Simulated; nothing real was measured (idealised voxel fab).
process module | voxel self aligned vias
cross-section cut | 170 nm wide | cells 5 nm
A cross-section is a grid of square cells, given in bands from the top down. A band is one or more rows of cells.
Each band's line starts with the height of the band's top and of its bottom, in nm. Then come its materials from left to right, each with its width in nm. One material with "throughout" fills the band from edge to edge. "air" is empty space.
Height 0 is the level under which the wafer as received is all one material. The lowest band goes on downwards, as in "0 down".
A width such as "30 to 40" changes by the same amount from each row of cells to the next, from the band's top row to its bottom row.
"no change" after a step means that no cell of the cross-section changed.
closed voids: empty space of 8 cells or more with no open way to the top, each as width x height at its distance from the left edge, in nm
after a step's settings: what the simulator itself notes on the step
overlay nm, on a step with a mask: how far to the right of its planned place the mask lay; to the left if negative
plan
1 op RECEIVE | material Si
2 op CONFORMAL_DEP | material SiO2 | thk nm 15
3 op CONFORMAL_DEP | material SiCN | thk nm 5
4 op DIRECTIONAL_DEP | material lowk | thk nm 30
5 op MASKED_ETCH | tone open | mask id LINES | width nm 20 | pitch nm 50 | etch materials lowk | depth nm 30 | overlay nm 0
6 op CONFORMAL_DEP | material TiN | thk nm 5
7 op FILL_DEP | material Ru | thk nm 10
8 op CMP | height nm 50
9 op SELECTIVE_ETCH | etch materials W Ru TiN | depth nm 5
10 op FILL_DEP | material SiN | thk nm 10
11 op CMP | height nm 50
12 op DIRECTIONAL_DEP | material lowk | thk nm 15
13 op MASKED_ETCH | tone open | mask id VIAS | width nm 30 | pitch nm 50 | etch materials lowk | depth nm 15 | overlay nm 0
14 op MASKED_ETCH | tone open | mask id VIAS | width nm 30 | pitch nm 50 | etch materials SiN | depth nm 5 | overlay nm 0
15 op CONFORMAL_DEP | material TiN | thk nm 5
16 op FILL_DEP | material Cu | thk nm 5
17 op CMP | height nm 65
18 op CONFORMAL_DEP | material SiN | thk nm 5
as received, after step 1
  0 down: Si throughout
  closed voids: none
first wafer at the end, as planned
  70 to 65: SiN throughout
  65 to 55: lowk 45 | TiN 5 | Cu 20 | TiN 5 | lowk 20 | TiN 5 | Cu 20 | TiN 5 | lowk 45
  55 to 50: lowk 45 | TiN 10 | Cu 10 | TiN 10 | lowk 20 | TiN 10 | Cu 10 | TiN 10 | lowk 45
  50 to 45: lowk 50 | TiN 20 | lowk 30 | TiN 20 | lowk 50
  45 to 25: lowk 50 | TiN 5 | Ru 10 | TiN 5 | lowk 30 | TiN 5 | Ru 10 | TiN 5 | lowk 50
  25 to 20: lowk 50 | TiN 20 | lowk 30 | TiN 20 | lowk 50
  20 to 15: SiCN throughout
  15 to 0: SiO2 throughout
  0 down: Si throughout
  closed voids: none
second wafer at the end: like start, like plan, one mistake
  70 to 65: SiN throughout
  65 to 55: lowk 45 | TiN 5 | Cu 20 | TiN 5 | lowk 20 | TiN 5 | Cu 20 | TiN 5 | lowk 45
  55 to 50: lowk 45 | TiN 10 | Cu 10 | TiN 10 | lowk 20 | TiN 10 | Cu 10 | TiN 10 | lowk 45
  50 to 45: lowk 50 | TiN 20 | lowk 30 | TiN 20 | lowk 50
  45 to 25: lowk 50 | TiN 5 | Ru 10 | TiN 5 | lowk 30 | TiN 5 | Ru 10 | TiN 5 | lowk 50
  25 to 20: lowk 50 | TiN 20 | lowk 30 | TiN 20 | lowk 50
  20 to 5: SiO2 throughout
  5 to 0: SiCN throughout
  0 down: Si throughout
  closed voids: none
what went wrong: steps 2 and 3 were swapped
at the end the second wafer has, in cells: as many of each material as the first, in other places
